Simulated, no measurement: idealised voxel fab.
You're looking at the process module voxel self aligned contacts.
It is cross-section cut that appears here, measuring 225 nm in width, its square cells being 5 nm in size.
Square cells in a grid make up a cross-section in this document, and the grid is given as bands, listed from the top down, each one or more rows of cells. Per band: top height and bottom height in nm, followed by the left-to-right materials and their widths in nm; "everywhere" marks a single material spanning edge to edge, "blank" marks empty space. Heads up on the height convention: 0 is the point under which the incoming wafer is all one material, and the lowest band has no bottom, it just keeps going down, like "0 nm and below". A width given as "30 to 40" starts at the first number in the band's top row and ends at the second number in its bottom row, shifting by an equal amount at every step from row to row. "remains unaltered" (step): cross-section cells unchanged, all of them. "Unvented internal voids" specifies each empty space that is not open to the top and that occupies no fewer than 8 cells, using the form width x height at distance, the distance measured from the left edge and all three quantities in nm. Past the settings on a step's line: simulator remark, on that step. On any step carrying a mask, the "overlay nm" setting, if present on the step's line, tells how far right of its planned place the mask lay; negative values point to the left.
### Process steps (planned)
- 1: RECEIVE, material Si
- 2: CONFORMAL_DEP, material SiO2, thk nm 5
- 3: DIRECTIONAL_DEP, material polySi, thk nm 30
- 4: DIRECTIONAL_DEP, material SiN, thk nm 20
- 5: PATTERN, tone cover, mask id GATE, material resist, width nm 25, pitch nm 60, thk nm 20, overlay nm 0
- 6: DIRECTIONAL_ETCH, etch materials SiN, depth nm 20
- 7: DIRECTIONAL_ETCH, etch materials polySi, depth nm 30
- 8: STRIP, etch materials resist
- 9: CONFORMAL_DEP, material SiN, thk nm 5
- 10: DIRECTIONAL_ETCH, etch materials SiN, depth nm 5
- 11: FILL_DEP, material SiO2, thk nm 15
- 12: CMP, height nm 60
- 13: MASKED_ETCH, tone open, mask id CONTACT, width nm 45, etch materials SiO2, depth nm 60, overlay nm 0
- 14: CONFORMAL_DEP, material TiN, thk nm 5
- 15: FILL_DEP, material Ru, thk nm 10
- 16: CMP, height nm 60
- 17: CONFORMAL_DEP, material SiCN, thk nm 5
### First of two wafers, processed according to plan
### Cross-section of the wafer upon arrival, representing the state reached after step 1
    0 nm and below: Si everywhere
    Unvented internal voids: none
### The wafer in cross-section once step 2 is complete
    5 nm to 0 nm: SiO2 everywhere
    Lower than 0, everything is as it was.
### The wafer in cross-section once step 3 is complete
    35 nm to 5 nm: polySi everywhere
    Lower than 5, everything is as it was.
### The wafer in cross-section once step 4 is complete
    55 nm to 35 nm: SiN everywhere
    Lower than 35, everything is as it was.
### The wafer in cross-section once step 5 is complete
    75 nm to 55 nm: 70 nm blank  25 nm resist  35 nm blank  25 nm resist  70 nm blank
    Lower than 55, everything is as it was.
### The wafer in cross-section once step 6 is complete
    75 nm to 55 nm: 70 nm blank  25 nm resist  35 nm blank  25 nm resist  70 nm blank
    55 nm to 35 nm: 70 nm blank  25 nm SiN  35 nm blank  25 nm SiN  70 nm blank
    Lower than 35, everything is as it was.
### The wafer in cross-section once step 7 is complete
    75 nm to 55 nm: 70 nm blank  25 nm resist  35 nm blank  25 nm resist  70 nm blank
    55 nm to 35 nm: 70 nm blank  25 nm SiN  35 nm blank  25 nm SiN  70 nm blank
    35 nm to 5 nm: 70 nm blank  25 nm polySi  35 nm blank  25 nm polySi  70 nm blank
    Lower than 5, everything is as it was.
### The wafer in cross-section once step 8 is complete
    55 nm to 35 nm: 70 nm blank  25 nm SiN  35 nm blank  25 nm SiN  70 nm blank
    Lower than 35, everything is as it was.
### The wafer in cross-section once step 9 is complete
    60 nm to 35 nm: 65 nm blank  35 nm SiN  25 nm blank  35 nm SiN  65 nm blank
    35 nm to 10 nm: 65 nm blank  5 nm SiN  25 nm polySi  5 nm SiN  25 nm blank  5 nm SiN  25 nm polySi  5 nm SiN  65 nm blank
    10 nm to 5 nm: 70 nm SiN  25 nm polySi  35 nm SiN  25 nm polySi  70 nm SiN
    Lower than 5, everything is as it was.
### The wafer in cross-section once step 10 is complete
    55 nm to 35 nm: 65 nm blank  35 nm SiN  25 nm blank  35 nm SiN  65 nm blank
    35 nm to 5 nm: 65 nm blank  5 nm SiN  25 nm polySi  5 nm SiN  25 nm blank  5 nm SiN  25 nm polySi  5 nm SiN  65 nm blank
    Lower than 5, everything is as it was.
### The wafer in cross-section once step 11 is complete
    70 nm to 55 nm: SiO2 everywhere
    55 nm to 35 nm: 65 nm SiO2  35 nm SiN  25 nm SiO2  35 nm SiN  65 nm SiO2
    35 nm to 5 nm: 65 nm SiO2  5 nm SiN  25 nm polySi  5 nm SiN  25 nm SiO2  5 nm SiN  25 nm polySi  5 nm SiN  65 nm SiO2
    Lower than 5, everything is as it was.
### The wafer in cross-section once step 12 is complete
    60 nm to 55 nm: SiO2 everywhere
    Lower than 55, everything is as it was.
### The wafer in cross-section once step 13 is complete
    60 nm to 55 nm: 90 nm SiO2  45 nm blank  90 nm SiO2
    55 nm to 35 nm: 65 nm SiO2  35 nm SiN  25 nm blank  35 nm SiN  65 nm SiO2
    35 nm to 5 nm: 65 nm SiO2  5 nm SiN  25 nm polySi  5 nm SiN  25 nm blank  5 nm SiN  25 nm polySi  5 nm SiN  65 nm SiO2
    5 nm to 0 nm: 100 nm SiO2  25 nm blank  100 nm SiO2
    Lower than 0, everything is as it was.
### The wafer in cross-section once step 14 is complete
    65 nm to 60 nm: 95 nm TiN  35 nm blank  95 nm TiN
    60 nm to 55 nm: 90 nm SiO2  15 nm TiN  15 nm blank  15 nm TiN  90 nm SiO2
    55 nm to 35 nm: 65 nm SiO2  35 nm SiN  5 nm TiN  15 nm blank  5 nm TiN  35 nm SiN  65 nm SiO2
    35 nm to 5 nm: 65 nm SiO2  5 nm SiN  25 nm polySi  5 nm SiN  5 nm TiN  15 nm blank  5 nm TiN  5 nm SiN  25 nm polySi  5 nm SiN  65 nm SiO2
    5 nm to 0 nm: 100 nm SiO2  25 nm TiN  100 nm SiO2
    Lower than 0, everything is as it was.
### The wafer in cross-section once step 15 is complete
    75 nm to 65 nm: Ru everywhere
    65 nm to 60 nm: 95 nm TiN  35 nm Ru  95 nm TiN
    60 nm to 55 nm: 90 nm SiO2  15 nm TiN  15 nm Ru  15 nm TiN  90 nm SiO2
    55 nm to 35 nm: 65 nm SiO2  35 nm SiN  5 nm TiN  15 nm Ru  5 nm TiN  35 nm SiN  65 nm SiO2
    35 nm to 5 nm: 65 nm SiO2  5 nm SiN  25 nm polySi  5 nm SiN  5 nm TiN  15 nm Ru  5 nm TiN  5 nm SiN  25 nm polySi  5 nm SiN  65 nm SiO2
    Lower than 5, everything is as it was.
### The wafer in cross-section once step 16 is complete
    60 nm to 55 nm: 90 nm SiO2  15 nm TiN  15 nm Ru  15 nm TiN  90 nm SiO2
    Lower than 55, everything is as it was.
### The wafer in cross-section once step 17 is complete
    65 nm to 60 nm: SiCN everywhere
    Lower than 60, everything is as it was.
### Regarding the second of the two wafers: it shared the first wafer's starting condition and process plan, yet one error occurred during its execution. Its history coincides with that of the first wafer up to and including step 15
### Look at the second wafer in cross-section at the time step 16 ought to have finished
    55 nm to 35 nm: 65 nm SiO2  35 nm SiN  5 nm TiN  15 nm Ru  5 nm TiN  35 nm SiN  65 nm SiO2
    Lower than 35, everything is as it was.
### Look at the second wafer in cross-section at the time step 17 ought to have finished
    60 nm to 55 nm: SiCN everywhere
    Lower than 55, everything is as it was.
Want to know what went wrong? planned and actual differ for step 16; actual: CMP, height nm 55
At the finish, the second wafer shows more or fewer cells for some materials than the first does: Ru -3, SiO2 -36, TiN -6
